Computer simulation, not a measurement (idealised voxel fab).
Process module under the name voxel tone inversion
Section shown: cut. Width: 255 nm. Cell size: 5 nm, square.
Just so we're on the same page, the cross-sections are grids of square cells, and they're listed out in bands top to bottom, each band one or more rows deep.
Quick guide to a band line: top height, bottom height (nm) up front; then every material left to right with its width in nm. Only one material and it's marked "full width"? Then it fills the band edge to edge. And "empty" just means empty space.
Height is counted from the level 0, under which the received wafer is composed throughout of one material. The lowest of the bands is not closed at the bottom but continues downward, in the notation "top 0, no bottom".
So if you see something like "30 to 40" for the width, read it as the top row of the band sitting at the first number and the bottom row at the second, with every row in between moving by the same amount as the last.
"remains unaltered" after a step means that no cell of the cross-section changed.
Entry "Enclosed void catalog". Content: empty spaces with no open connection to the top, size 8 cells or greater. Each: width x height at distance. Distance: from left edge. Unit: nm.
On each step's line, the part that comes after the settings is the simulator's own comment on the step.
overlay nm: step with mask; distance mask lay right of planned place; negative value = left of planned place.

**Process steps foreseen in the plan**
1) RECEIVE with material Si
2) CONFORMAL_DEP with material SiN, thk nm 10
3) DIRECTIONAL_DEP with material polySi, thk nm 25
4) PATTERN with tone cover, mask id POSTS, material resist, width nm 25, pitch nm 40, thk nm 30, overlay nm 0
5) DIRECTIONAL_ETCH with etch materials polySi, depth nm 25
6) STRIP with etch materials resist
7) FILL_DEP with material lowk, thk nm 5
8) CMP with height nm 35
9) STRIP with etch materials polySi
10) CONFORMAL_DEP with material TiN, thk nm 5
11) FILL_DEP with material Cu, thk nm 10
12) CMP with height nm 35
13) CONFORMAL_DEP with material SiCN, thk nm 5

**Cross-section, incoming material, after step 1**
  top 0, no bottom | Si full width
  Enclosed void catalog: none

**Cross-sectional image of the first of two wafers at the end of the module, the run having proceeded as planned**
  top 40, bottom 35 | SiCN full width
  top 35, bottom 15 | lowk: 95  TiN: 5  Cu: 15  TiN: 5  lowk: 15  TiN: 5  Cu: 15  TiN: 5  lowk: 95
  top 15, bottom 10 | lowk: 95  TiN: 25  lowk: 15  TiN: 25  lowk: 95
  top 10, bottom 0 | SiN full width
  top 0, no bottom | Si full width
  Enclosed void catalog: none

**Cross-section, wafer two of two, end of module: same start and plan as wafer one, one error in execution**
  top 40, bottom 35 | SiCN full width
  top 35, bottom 15 | lowk: 85  TiN: 5  Cu: 15  TiN: 5  lowk: 15  TiN: 5  Cu: 15  TiN: 5  lowk: 105
  top 15, bottom 10 | lowk: 85  TiN: 25  lowk: 15  TiN: 25  lowk: 105
  top 10, bottom 0 | SiN full width
  top 0, no bottom | Si full width
  Enclosed void catalog: none
What went wrong in running the wafer? step 4 did not use the planned setting and instead ran as PATTERN with tone cover, mask id POSTS, material resist, width nm 25, pitch nm 40, thk nm 30, overlay nm -10
So at the finish, the second wafer's got exactly as many cells of each material as the first, just not in the same spots.
